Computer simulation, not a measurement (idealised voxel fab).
process module | voxel gate over fins
cross-section cut | 250 nm wide | cells 5 nm
A cross-section is a grid of square cells, given in bands from the top down. A band is one or more rows of cells.
Each band's line starts with the height of the band's top and of its bottom, in nm. Then come its materials from left to right, each with its width in nm. One material with "throughout" fills the band from edge to edge. "air" is empty space.
Height 0 is the level under which the wafer as received is all one material. The lowest band goes on downwards, as in "0 down".
A width such as "30 to 40" changes by the same amount from each row of cells to the next, from the band's top row to its bottom row.
"no change" after a step means that no cell of the cross-section changed.
closed voids: empty space of 8 cells or more with no open way to the top, each as width x height at its distance from the left edge, in nm
after a step's settings: what the simulator itself notes on the step
overlay nm, on a step with a mask: how far to the right of its planned place the mask lay; to the left if negative
plan
1 op RECEIVE | material Si
2 op CONFORMAL_DEP | material SiN | thk nm 5
3 op MASKED_ETCH | tone cover | mask id FINS | width nm 15 | pitch nm 55 | etch materials SiN | depth nm 5 | overlay nm 0
4 op MASKED_ETCH | tone cover | mask id FINS | width nm 15 | pitch nm 55 | etch materials Si | depth nm 40 | overlay nm 0
5 op OXIDIZE | depth nm 5
6 op FILL_DEP | material SiO2 | thk nm 15
7 op CMP | height nm 5
8 op MASKED_ETCH | tone open | mask id RAIL | width nm 15 | etch materials SiO2 | depth nm 40 | overlay nm 0
9 op CONFORMAL_DEP | material TiN | thk nm 5
10 op FILL_DEP | material W | thk nm 10
11 op CMP | height nm 5
12 op SELECTIVE_ETCH | etch materials W Ru TiN | depth nm 30
13 op FILL_DEP | material SiO2 | thk nm 5
14 op CMP | height nm 5
15 op SELECTIVE_ETCH | etch materials SiO2 | depth nm 20
16 op STRIP | etch materials SiN
17 op CONFORMAL_DEP | material HfO2 | thk nm 5
18 op CONFORMAL_DEP | material TiN | thk nm 5
19 op FILL_DEP | material W | thk nm 10
20 op CMP | height nm 15
21 op CONFORMAL_DEP | material SiN | thk nm 5
first wafer, as planned
as received, after step 1
  0 down: Si throughout
  closed voids: none
after step 2
  5 to 0: SiN throughout
  below 0: unchanged
after step 3
  5 to 0: air 35 | SiN 15 | air 40 | SiN 15 | air 40 | SiN 15 | air 40 | SiN 15 | air 35
  below 0: unchanged
after step 4
  5 to 0: air 35 | SiN 15 | air 40 | SiN 15 | air 40 | SiN 15 | air 40 | SiN 15 | air 35
  0 to -40: air 35 | Si 15 | air 40 | Si 15 | air 40 | Si 15 | air 40 | Si 15 | air 35
  below -40: unchanged
after step 5
  5 to 0: air 35 | SiN 15 | air 40 | SiN 15 | air 40 | SiN 15 | air 40 | SiN 15 | air 35
  0 to -40: air 35 | SiO2 5 | Si 5 | SiO2 5 | air 40 | SiO2 5 | Si 5 | SiO2 5 | air 40 | SiO2 5 | Si 5 | SiO2 5 | air 40 | SiO2 5 | Si 5 | SiO2 5 | air 35
  -40 to -45: SiO2 40 | Si 5 | SiO2 50 | Si 5 | SiO2 50 | Si 5 | SiO2 50 | Si 5 | SiO2 40
  below -45: unchanged
after step 6
  20 to 5: SiO2 throughout
  5 to 0: SiO2 35 | SiN 15 | SiO2 40 | SiN 15 | SiO2 40 | SiN 15 | SiO2 40 | SiN 15 | SiO2 35
  0 to -45: SiO2 40 | Si 5 | SiO2 50 | Si 5 | SiO2 50 | Si 5 | SiO2 50 | Si 5 | SiO2 40
  below -45: unchanged
after step 7
  5 to 0: SiO2 35 | SiN 15 | SiO2 40 | SiN 15 | SiO2 40 | SiN 15 | SiO2 40 | SiN 15 | SiO2 35
  below 0: unchanged
after step 8
  5 to 0: SiO2 35 | SiN 15 | SiO2 10 | air 15 | SiO2 15 | SiN 15 | SiO2 40 | SiN 15 | SiO2 40 | SiN 15 | SiO2 35
  0 to -35: SiO2 40 | Si 5 | SiO2 15 | air 15 | SiO2 20 | Si 5 | SiO2 50 | Si 5 | SiO2 50 | Si 5 | SiO2 40
  below -35: unchanged
after step 9
  10 to 5: TiN 65 | air 5 | TiN 180
  5 to 0: SiO2 35 | SiN 15 | SiO2 10 | TiN 5 | air 5 | TiN 5 | SiO2 15 | SiN 15 | SiO2 40 | SiN 15 | SiO2 40 | SiN 15 | SiO2 35
  0 to -30: SiO2 40 | Si 5 | SiO2 15 | TiN 5 | air 5 | TiN 5 | SiO2 20 | Si 5 | SiO2 50 | Si 5 | SiO2 50 | Si 5 | SiO2 40
  -30 to -35: SiO2 40 | Si 5 | SiO2 15 | TiN 15 | SiO2 20 | Si 5 | SiO2 50 | Si 5 | SiO2 50 | Si 5 | SiO2 40
  below -35: unchanged
after step 10
  20 to 10: W throughout
  10 to 5: TiN 65 | W 5 | TiN 180
  5 to 0: SiO2 35 | SiN 15 | SiO2 10 | TiN 5 | W 5 | TiN 5 | SiO2 15 | SiN 15 | SiO2 40 | SiN 15 | SiO2 40 | SiN 15 | SiO2 35
  0 to -30: SiO2 40 | Si 5 | SiO2 15 | TiN 5 | W 5 | TiN 5 | SiO2 20 | Si 5 | SiO2 50 | Si 5 | SiO2 50 | Si 5 | SiO2 40
  below -30: unchanged
after step 11
  5 to 0: SiO2 35 | SiN 15 | SiO2 10 | TiN 5 | W 5 | TiN 5 | SiO2 15 | SiN 15 | SiO2 40 | SiN 15 | SiO2 40 | SiN 15 | SiO2 35
  below 0: unchanged
after step 12
  5 to 0: SiO2 35 | SiN 15 | SiO2 10 | air 15 | SiO2 15 | SiN 15 | SiO2 40 | SiN 15 | SiO2 40 | SiN 15 | SiO2 35
  0 to -25: SiO2 40 | Si 5 | SiO2 15 | air 15 | SiO2 20 | Si 5 | SiO2 50 | Si 5 | SiO2 50 | Si 5 | SiO2 40
  below -25: unchanged
after step 13
  10 to 5: SiO2 throughout
  5 to 0: SiO2 35 | SiN 15 | SiO2 40 | SiN 15 | SiO2 40 | SiN 15 | SiO2 40 | SiN 15 | SiO2 35
  0 to -25: SiO2 40 | Si 5 | SiO2 50 | Si 5 | SiO2 50 | Si 5 | SiO2 50 | Si 5 | SiO2 40
  below -25: unchanged
after step 14
  5 to 0: SiO2 35 | SiN 15 | SiO2 40 | SiN 15 | SiO2 40 | SiN 15 | SiO2 40 | SiN 15 | SiO2 35
  below 0: unchanged
after step 15
  5 to 0: air 35 | SiN 15 | air 40 | SiN 15 | air 40 | SiN 15 | air 40 | SiN 15 | air 35
  0 to -15: air 40 | Si 5 | air 50 | Si 5 | air 50 | Si 5 | air 50 | Si 5 | air 40
  below -15: unchanged
after step 16
  0 to -15: air 40 | Si 5 | air 50 | Si 5 | air 50 | Si 5 | air 50 | Si 5 | air 40
  below -15: unchanged
after step 17
  5 to 0: air 35 | HfO2 15 | air 40 | HfO2 15 | air 40 | HfO2 15 | air 40 | HfO2 15 | air 35
  0 to -10: air 35 | HfO2 5 | Si 5 | HfO2 5 | air 40 | HfO2 5 | Si 5 | HfO2 5 | air 40 | HfO2 5 | Si 5 | HfO2 5 | air 40 | HfO2 5 | Si 5 | HfO2 5 | air 35
  -10 to -15: HfO2 40 | Si 5 | HfO2 50 | Si 5 | HfO2 50 | Si 5 | HfO2 50 | Si 5 | HfO2 40
  below -15: unchanged
after step 18
  10 to 5: air 30 | TiN 25 | air 30 | TiN 25 | air 30 | TiN 25 | air 30 | TiN 25 | air 30
  5 to 0: air 30 | TiN 5 | HfO2 15 | TiN 5 | air 30 | TiN 5 | HfO2 15 | TiN 5 | air 30 | TiN 5 | HfO2 15 | TiN 5 | air 30 | TiN 5 | HfO2 15 | TiN 5 | air 30
  0 to -5: air 30 | TiN 5 | HfO2 5 | Si 5 | HfO2 5 | TiN 5 | air 30 | TiN 5 | HfO2 5 | Si 5 | HfO2 5 | TiN 5 | air 30 | TiN 5 | HfO2 5 | Si 5 | HfO2 5 | TiN 5 | air 30 | TiN 5 | HfO2 5 | Si 5 | HfO2 5 | TiN 5 | air 30
  -5 to -10: TiN 35 | HfO2 5 | Si 5 | HfO2 5 | TiN 40 | HfO2 5 | Si 5 | HfO2 5 | TiN 40 | HfO2 5 | Si 5 | HfO2 5 | TiN 40 | HfO2 5 | Si 5 | HfO2 5 | TiN 35
  below -10: unchanged
after step 19
  20 to 10: W throughout
  10 to 5: W 30 | TiN 25 | W 30 | TiN 25 | W 30 | TiN 25 | W 30 | TiN 25 | W 30
  5 to 0: W 30 | TiN 5 | HfO2 15 | TiN 5 | W 30 | TiN 5 | HfO2 15 | TiN 5 | W 30 | TiN 5 | HfO2 15 | TiN 5 | W 30 | TiN 5 | HfO2 15 | TiN 5 | W 30
  0 to -5: W 30 | TiN 5 | HfO2 5 | Si 5 | HfO2 5 | TiN 5 | W 30 | TiN 5 | HfO2 5 | Si 5 | HfO2 5 | TiN 5 | W 30 | TiN 5 | HfO2 5 | Si 5 | HfO2 5 | TiN 5 | W 30 | TiN 5 | HfO2 5 | Si 5 | HfO2 5 | TiN 5 | W 30
  below -5: unchanged
after step 20
  15 to 10: W throughout
  below 10: unchanged
after step 21
  20 to 15: SiN throughout
  below 15: unchanged
second wafer: like start, like plan, one mistake. Through step 16 it matches the first wafer
when step 17 should have ended
  5 to 0: air 35 | TiN 15 | air 40 | TiN 15 | air 40 | TiN 15 | air 40 | TiN 15 | air 35
  0 to -10: air 35 | TiN 5 | Si 5 | TiN 5 | air 40 | TiN 5 | Si 5 | TiN 5 | air 40 | TiN 5 | Si 5 | TiN 5 | air 40 | TiN 5 | Si 5 | TiN 5 | air 35
  -10 to -15: TiN 40 | Si 5 | TiN 50 | Si 5 | TiN 50 | Si 5 | TiN 50 | Si 5 | TiN 40
  below -15: unchanged
when step 18 should have ended
  10 to 5: air 30 | HfO2 25 | air 30 | HfO2 25 | air 30 | HfO2 25 | air 30 | HfO2 25 | air 30
  5 to 0: air 30 | HfO2 5 | TiN 15 | HfO2 5 | air 30 | HfO2 5 | TiN 15 | HfO2 5 | air 30 | HfO2 5 | TiN 15 | HfO2 5 | air 30 | HfO2 5 | TiN 15 | HfO2 5 | air 30
  0 to -5: air 30 | HfO2 5 | TiN 5 | Si 5 | TiN 5 | HfO2 5 | air 30 | HfO2 5 | TiN 5 | Si 5 | TiN 5 | HfO2 5 | air 30 | HfO2 5 | TiN 5 | Si 5 | TiN 5 | HfO2 5 | air 30 | HfO2 5 | TiN 5 | Si 5 | TiN 5 | HfO2 5 | air 30
  -5 to -10: HfO2 35 | TiN 5 | Si 5 | TiN 5 | HfO2 40 | TiN 5 | Si 5 | TiN 5 | HfO2 40 | TiN 5 | Si 5 | TiN 5 | HfO2 40 | TiN 5 | Si 5 | TiN 5 | HfO2 35
  below -10: unchanged
when step 19 should have ended
  20 to 10: W throughout
  10 to 5: W 30 | HfO2 25 | W 30 | HfO2 25 | W 30 | HfO2 25 | W 30 | HfO2 25 | W 30
  5 to 0: W 30 | HfO2 5 | TiN 15 | HfO2 5 | W 30 | HfO2 5 | TiN 15 | HfO2 5 | W 30 | HfO2 5 | TiN 15 | HfO2 5 | W 30 | HfO2 5 | TiN 15 | HfO2 5 | W 30
  0 to -5: W 30 | HfO2 5 | TiN 5 | Si 5 | TiN 5 | HfO2 5 | W 30 | HfO2 5 | TiN 5 | Si 5 | TiN 5 | HfO2 5 | W 30 | HfO2 5 | TiN 5 | Si 5 | TiN 5 | HfO2 5 | W 30 | HfO2 5 | TiN 5 | Si 5 | TiN 5 | HfO2 5 | W 30
  below -5: unchanged
when step 20 should have ended
  15 to 10: W throughout
  below 10: unchanged
when step 21 should have ended
  20 to 15: SiN throughout
  below 15: unchanged
what went wrong: steps 17 and 18 were swapped
at the end the second wafer has, in cells: as many of each material as the first, in other places
